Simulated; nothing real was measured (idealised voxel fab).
Process module, titled voxel transistor to metal
Displayed cross-section: cut, width of 270 nm, square cells sized 5 nm.
A cross-section is written here as square cells arranged in a grid, and it is given in bands from the top down, each band taking up one or more rows of cells.
For a band, the entry starts with two heights in nm, that of the top and then that of the bottom, and carries on with the band's materials in order from left to right, each alongside its width in nm; the word "everywhere" beside a single material means it fills the band edge to edge, and "empty" means empty space.
Convention: height 0 is the level below which the wafer, as received, is all one material. The lowest band does not terminate at the bottom but continues downward, represented as "0 -> down".
Think of "30 to 40" as a width that walks from the first number to the second as you go down the band, top row to bottom row, taking equal-sized steps from row to row.
"no alteration", as given for a step, is the statement that not any cell of the cross-section underwent a change during that step.
Any empty space of 8 cells or more lacking an open way to the top shows up in "Closed cavities" as width x height at distance, distance from the left edge, in nm.
Formally, on a step line, whatever follows the settings is a remark that the simulator itself makes on the step.
overlay nm: on a step with a mask, how far right of its planned place the mask lay; negative means left.
These are the steps we planned for the process:
1. RECEIVE, material Si
2. CONFORMAL_DEP, material SiO2, thk nm 5
3. CONFORMAL_DEP, material SiN, thk nm 15
4. DIRECTIONAL_DEP, material aC, thk nm 10
5. PATTERN, tone cover, mask id ACTIVE, material resist, width nm 105, pitch nm 125, thk nm 30, overlay nm 0
6. DIRECTIONAL_ETCH, etch materials aC, depth nm 10
7. STRIP, etch materials resist
8. DIRECTIONAL_ETCH, etch materials SiN, depth nm 15
9. DIRECTIONAL_ETCH, etch materials SiO2, depth nm 5
10. DIRECTIONAL_ETCH, etch materials Si, depth nm 20
11. STRIP, etch materials aC
12. FILL_DEP, material SiO2, thk nm 10
13. CMP, height nm 20
14. SELECTIVE_ETCH, etch materials SiO2, depth nm 5
15. STRIP, etch materials SiN
16. SELECTIVE_ETCH, etch materials SiO2, depth nm 5
17. OXIDIZE, depth nm 5
18. DIRECTIONAL_DEP, material polySi, thk nm 25
19. DIRECTIONAL_DEP, material SiCN, thk nm 15
20. MASKED_ETCH, tone cover, mask id GATE, width nm 25, pitch nm 125, etch materials SiCN, depth nm 25, overlay nm 0
21. MASKED_ETCH, tone cover, mask id GATE, width nm 25, pitch nm 125, etch materials polySi, depth nm 35, overlay nm 0
22. CONFORMAL_DEP, material SiN, thk nm 5
23. DIRECTIONAL_ETCH, etch materials SiN, depth nm 5
24. DIRECTIONAL_ETCH, etch materials SiO2, depth nm 5
25. DIRECTIONAL_ETCH, etch materials Si, depth nm 10
26. EPI, material nSi, thk nm 10
27. FILL_DEP, material SiO2, thk nm 5
28. CMP, height nm 25
29. STRIP, etch materials polySi
30. SELECTIVE_ETCH, etch materials SiO2, depth nm 5
31. CONFORMAL_DEP, material HfO2, thk nm 5
32. CONFORMAL_DEP, material TiN, thk nm 5
33. FILL_DEP, material W, thk nm 5
34. CMP, height nm 20
35. DIRECTIONAL_DEP, material SiO2, thk nm 10
36. PATTERN, tone open, mask id CONTACT, material resist, width nm 15, thk nm 20, overlay nm 0
37. DIRECTIONAL_ETCH, etch materials SiO2, depth nm 35
38. STRIP, etch materials resist
39. CONFORMAL_DEP, material TiN, thk nm 5
40. FILL_DEP, material Ru, thk nm 10
41. CMP, height nm 30
42. DIRECTIONAL_DEP, material TiN, thk nm 5
43. DIRECTIONAL_DEP, material Ru, thk nm 15
44. MASKED_ETCH, tone cover, mask id METAL_1, width nm 15, etch materials Ru, depth nm 15, overlay nm 0
45. MASKED_ETCH, tone cover, mask id METAL_1, width nm 15, etch materials TiN, depth nm 5, overlay nm 0
46. CONFORMAL_DEP, material SiCN, thk nm 5
47. FILL_DEP, material lowk, thk nm 5
48. CMP, height nm 50
49. CONFORMAL_DEP, material SiCN, thk nm 5
Wafer cross-section on receipt, i.e. after step 1:
  0 -> down  Si everywhere
  Closed cavities: none
The first of the two wafers as seen in cross-section once the module was finished; processing followed the plan:
  55 -> 50  SiCN everywhere
  50 -> 35  lowk 25, then SiCN 5, then Ru 15, then SiCN 5, then lowk 45, then SiCN 5, then Ru 15, then SiCN 5, then lowk 30, then SiCN 5, then Ru 15, then SiCN 5, then lowk 45, then SiCN 5, then Ru 15, then SiCN 5, then lowk 25
  35 -> 30  SiCN 30, then TiN 15, then SiCN 55, then TiN 15, then SiCN 40, then TiN 15, then SiCN 55, then TiN 15, then SiCN 30
  30 -> 20  SiO2 30, then TiN 5, then Ru 5, then TiN 5, then SiO2 55, then TiN 5, then Ru 5, then TiN 5, then SiO2 40, then TiN 5, then Ru 5, then TiN 5, then SiO2 55, then TiN 5, then Ru 5, then TiN 5, then SiO2 30
  20 -> 10  SiO2 30, then TiN 5, then Ru 5, then TiN 5, then SiO2 10, then SiN 5, then HfO2 5, then TiN 5, then W 5, then TiN 5, then HfO2 5, then SiN 5, then SiO2 10, then TiN 5, then Ru 5, then TiN 5, then SiO2 40, then TiN 5, then Ru 5, then TiN 5, then SiO2 10, then SiN 5, then HfO2 5, then TiN 5, then W 5, then TiN 5, then HfO2 5, then SiN 5, then SiO2 10, then TiN 5, then Ru 5, then TiN 5, then SiO2 30
  10 -> 5  SiO2 15, then SiN 5, then SiO2 10, then TiN 5, then Ru 5, then TiN 5, then SiO2 10, then SiN 5, then HfO2 5, then TiN 5, then W 5, then TiN 5, then HfO2 5, then SiN 5, then SiO2 10, then TiN 5, then Ru 5, then TiN 5, then SiO2 10, then SiN 5, then SiO2 10, then SiN 5, then SiO2 10, then TiN 5, then Ru 5, then TiN 5, then SiO2 10, then SiN 5, then HfO2 5, then TiN 5, then W 5, then TiN 5, then HfO2 5, then SiN 5, then SiO2 10, then TiN 5, then Ru 5, then TiN 5, then SiO2 10, then SiN 5, then SiO2 15
  5 -> 0  SiO2 15, then SiN 5, then SiO2 10, then TiN 5, then Ru 5, then TiN 5, then nSi 10, then SiN 5, then HfO2 5, then TiN 15, then HfO2 5, then SiN 5, then nSi 10, then TiN 5, then Ru 5, then TiN 5, then SiO2 10, then SiN 5, then SiO2 10, then SiN 5, then SiO2 10, then TiN 5, then Ru 5, then TiN 5, then nSi 10, then SiN 5, then HfO2 5, then TiN 15, then HfO2 5, then SiN 5, then nSi 10, then TiN 5, then Ru 5, then TiN 5, then SiO2 10, then SiN 5, then SiO2 15
  0 -> -5  SiO2 30, then TiN 15, then nSi 10, then HfO2 35, then nSi 10, then TiN 15, then SiO2 40, then TiN 15, then nSi 10, then HfO2 35, then nSi 10, then TiN 15, then SiO2 30
  -5 -> -15  SiO2 20, then nSi 35, then Si 35, then nSi 35, then SiO2 20, then nSi 35, then Si 35, then nSi 35, then SiO2 20
  -15 -> -20  SiO2 20, then Si 105, then SiO2 20, then Si 105, then SiO2 20
  -20 -> down  Si everywhere
  Closed cavities: none
Cross-sectional view: second of two wafers, end of module; start and plan identical to the first, one mistake in running:
  55 -> 50  SiCN everywhere
  50 -> 35  lowk 25, then SiCN 5, then Ru 15, then SiCN 5, then lowk 45, then SiCN 5, then Ru 15, then SiCN 5, then lowk 30, then SiCN 5, then Ru 15, then SiCN 5, then lowk 45, then SiCN 5, then Ru 15, then SiCN 5, then lowk 25
  35 -> 30  SiCN 30, then TiN 15, then SiCN 55, then TiN 15, then SiCN 40, then TiN 15, then SiCN 55, then TiN 15, then SiCN 30
  30 -> 20  SiO2 30, then TiN 5, then Ru 5, then TiN 5, then SiO2 55, then TiN 5, then Ru 5, then TiN 5, then SiO2 40, then TiN 5, then Ru 5, then TiN 5, then SiO2 55, then TiN 5, then Ru 5, then TiN 5, then SiO2 30
  20 -> 10  SiO2 30, then TiN 5, then Ru 5, then TiN 5, then SiO2 10, then SiN 5, then HfO2 5, then TiN 5, then W 5, then TiN 5, then HfO2 5, then SiN 5, then SiO2 10, then TiN 5, then Ru 5, then TiN 5, then SiO2 40, then TiN 5, then Ru 5, then TiN 5, then SiO2 10, then SiN 5, then HfO2 5, then TiN 5, then W 5, then TiN 5, then HfO2 5, then SiN 5, then SiO2 10, then TiN 5, then Ru 5, then TiN 5, then SiO2 30
  10 -> 5  SiO2 15, then SiN 5, then SiO2 10, then TiN 5, then Ru 5, then TiN 5, then SiO2 10, then SiN 5, then HfO2 5, then TiN 5, then W 5, then TiN 5, then HfO2 5, then SiN 5, then SiO2 10, then TiN 5, then Ru 5, then TiN 5, then SiO2 10, then SiN 5, then SiO2 10, then SiN 5, then SiO2 10, then TiN 5, then Ru 5, then TiN 5, then SiO2 10, then SiN 5, then HfO2 5, then TiN 5, then W 5, then TiN 5, then HfO2 5, then SiN 5, then SiO2 10, then TiN 5, then Ru 5, then TiN 5, then SiO2 10, then SiN 5, then SiO2 15
  5 -> 0  SiO2 15, then SiN 5, then SiO2 10, then TiN 5, then Ru 5, then TiN 5, then nSi 10, then SiN 5, then HfO2 5, then TiN 15, then HfO2 5, then SiN 5, then nSi 10, then TiN 5, then Ru 5, then TiN 5, then SiO2 10, then SiN 5, then SiO2 10, then SiN 5, then SiO2 10, then TiN 5, then Ru 5, then TiN 5, then nSi 10, then SiN 5, then HfO2 5, then TiN 15, then HfO2 5, then SiN 5, then nSi 10, then TiN 5, then Ru 5, then TiN 5, then SiO2 10, then SiN 5, then SiO2 15
  0 -> -5  SiO2 30, then TiN 15, then nSi 10, then HfO2 35, then nSi 10, then TiN 15, then SiO2 40, then TiN 15, then nSi 10, then HfO2 35, then nSi 10, then TiN 15, then SiO2 30
  -5 -> -10  SiO2 45, then nSi 10, then Si 35, then nSi 10, then SiO2 70, then nSi 10, then Si 35, then nSi 10, then SiO2 45
  -10 -> -20  SiO2 20, then nSi 35, then Si 35, then nSi 35, then SiO2 20, then nSi 35, then Si 35, then nSi 35, then SiO2 20
  -20 -> down  Si everywhere
  Closed cavities: none
What was the processing mistake? step 25 deviated from plan and actually ran as DIRECTIONAL_ETCH, etch materials Si, depth nm 15
Wrapping up, a cell-based count of both wafers puts the second over or under the first for these materials: 28 fewer of Si, 20 more of SiO2, 8 more of nSi
